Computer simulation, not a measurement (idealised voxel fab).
Proc. module: voxel gate over fins
FYI the section here is cut, 290 nm wide, cells are 5 nm squares.
Reading order for cross-sections: top band down to bottom band. Underlying form: a grid of square cells. Band size: one or more rows of cells. For a band, the entry starts with two heights in nm, that of the top and then that of the bottom, and carries on with the band's materials in order from left to right, each alongside its width in nm; the word "full width" beside a single material means it fills the band edge to edge, and "blank" means empty space. Height datum 0, below which the as-received substrate wafer is one material. Lowest band open at the bottom, running downward: "0 and below". The notation "30 to 40" denotes a width that varies across the rows of cells in the band, beginning at the first number in the top row, finishing at the second number in the bottom row, and changing by an identical amount from each row to the next. Where a step carries "remains unaltered", the cross-section came out of it unchanged, cell for cell. The entry titled "Completely enclosed voids" provides the empty spaces that have no open way to the top, restricted to those of 8 cells or more. Each is presented as width x height at distance, the distance being measured from the left edge, with all three in nm. What comes after the settings on a step's line is commentary from the simulator itself on that step. The setting "overlay nm" may be written on the line of a step. When the step uses a mask, the value reports how far to the right of the planned place the mask lay, and a negative value reports that it lay to the left.
HERE'S WHAT THE PLANNED PROCESS STEPS LOOK LIKE
| 1 | RECEIVE | material Si |
| 2 | CONFORMAL_DEP | material SiN | thk nm 10 |
| 3 | MASKED_ETCH | tone cover | mask id FINS | width nm 15 | pitch nm 40 | etch materials SiN | depth nm 10 | overlay nm 0 |
| 4 | MASKED_ETCH | tone cover | mask id FINS | width nm 15 | pitch nm 40 | etch materials Si | depth nm 30 | overlay nm 0 |
| 5 | FILL_DEP | material SiO2 | thk nm 5 |
| 6 | CMP | height nm 10 |
| 7 | SELECTIVE_ETCH | etch materials SiO2 | depth nm 25 |
| 8 | STRIP | etch materials SiN |
| 9 | CONFORMAL_DEP | material HfO2 | thk nm 5 |
| 10 | CONFORMAL_DEP | material TiN | thk nm 5 |
| 11 | CONFORMAL_DEP | material TiAl | thk nm 5 |
| 12 | CONFORMAL_DEP | material TiN | thk nm 5 |
| 13 | FILL_DEP | material W | thk nm 10 |
| 14 | CMP | height nm 25 |
| 15 | CONFORMAL_DEP | material SiCN | thk nm 10 |
For clarity, it should be stated that the wafers under discussion commence in an identical condition and differ with respect to the width nm of step 3, the plan indicating the value that the first wafer had.
HERE'S THE FIRST OF THE WAFERS IN CROSS-SECTION, JUST AS WE GOT IT, I.E. AFTER STEP 1
0 and below | Si full width
Completely enclosed voids: none
THE FIGURE BELOW PRESENTS A CROSS-SECTION OF THE FIRST OF SEVERAL WAFERS AT THE CONCLUSION OF THE MODULE, FOLLOWING ITS LAST STEP, STEP 15
35 down to 25 | SiCN full width
25 down to 20 | W full width
20 down to 15 | W=95 / TiN=95 / W=100
15 down to 10 | W=95 / TiN=5 / TiAl=85 / TiN=5 / W=100
10 down to 5 | W=95 / TiN=5 / TiAl=5 / TiN=35 / TiAl=5 / TiN=35 / TiAl=5 / TiN=5 / W=100
5 down to 0 | TiN=100 / TiAl=5 / TiN=5 / HfO2=25 / TiN=5 / TiAl=5 / TiN=5 / HfO2=25 / TiN=5 / TiAl=5 / TiN=105
0 down to -5 | TiAl=105 / TiN=5 / HfO2=5 / Si=15 / HfO2=5 / TiN=5 / TiAl=5 / TiN=5 / HfO2=5 / Si=15 / HfO2=5 / TiN=5 / TiAl=110
-5 down to -10 | TiN=110 / HfO2=5 / Si=15 / HfO2=5 / TiN=15 / HfO2=5 / Si=15 / HfO2=5 / TiN=115
-10 down to -15 | HfO2=115 / Si=15 / HfO2=25 / Si=15 / HfO2=120
-15 down to -30 | SiO2=115 / Si=15 / SiO2=25 / Si=15 / SiO2=120
-30 and below | Si full width
Completely enclosed voids: none
FINAL WAFER OF SEVERAL, SHOWN IN CROSS-SECTION AT THE END OF THE MODULE
35 down to 25 | SiCN full width
25 down to 20 | W full width
20 down to 15 | W=90 / TiN=105 / W=95
15 down to 10 | W=90 / TiN=5 / TiAl=95 / TiN=5 / W=95
10 down to 5 | W=90 / TiN=5 / TiAl=5 / TiN=85 / TiAl=5 / TiN=5 / W=95
5 down to 0 | TiN=95 / TiAl=5 / TiN=5 / HfO2=35 / TiN=5 / HfO2=35 / TiN=5 / TiAl=5 / TiN=100
0 down to -5 | TiAl=100 / TiN=5 / HfO2=5 / Si=25 / HfO2=5 / TiN=5 / HfO2=5 / Si=25 / HfO2=5 / TiN=5 / TiAl=105
-5 down to -10 | TiN=105 / HfO2=5 / Si=25 / HfO2=5 / TiN=5 / HfO2=5 / Si=25 / HfO2=5 / TiN=110
-10 down to -15 | HfO2=110 / Si=25 / HfO2=15 / Si=25 / HfO2=115
-15 down to -30 | SiO2=110 / Si=25 / SiO2=15 / Si=25 / SiO2=115
-30 and below | Si full width
Completely enclosed voids: none
QUICK KEY FOR THE TABLE: A ROW PER WAFER, TAKEN AT THE END OF THE MODULE. FOR EACH MATERIAL IT TELLS YOU HOW MANY CELLS THE WAFER GAINED (+) OR LOST (-) SINCE IT CAME IN, AND THE CLOSED VOIDS COME AFTER
width nm 15; +70 HfO2; -312 Si; +116 SiCN; +156 SiO2; +67 TiAl; +134 TiN; +175 W; Completely enclosed voids: none
width nm 20; +70 HfO2; -300 Si; +116 SiCN; +150 SiO2; +64 TiAl; +134 TiN; +172 W; Completely enclosed voids: none
width nm 25; +70 HfO2; -288 Si; +116 SiCN; +144 SiO2; +64 TiAl; +131 TiN; +169 W; Completely enclosed voids: none
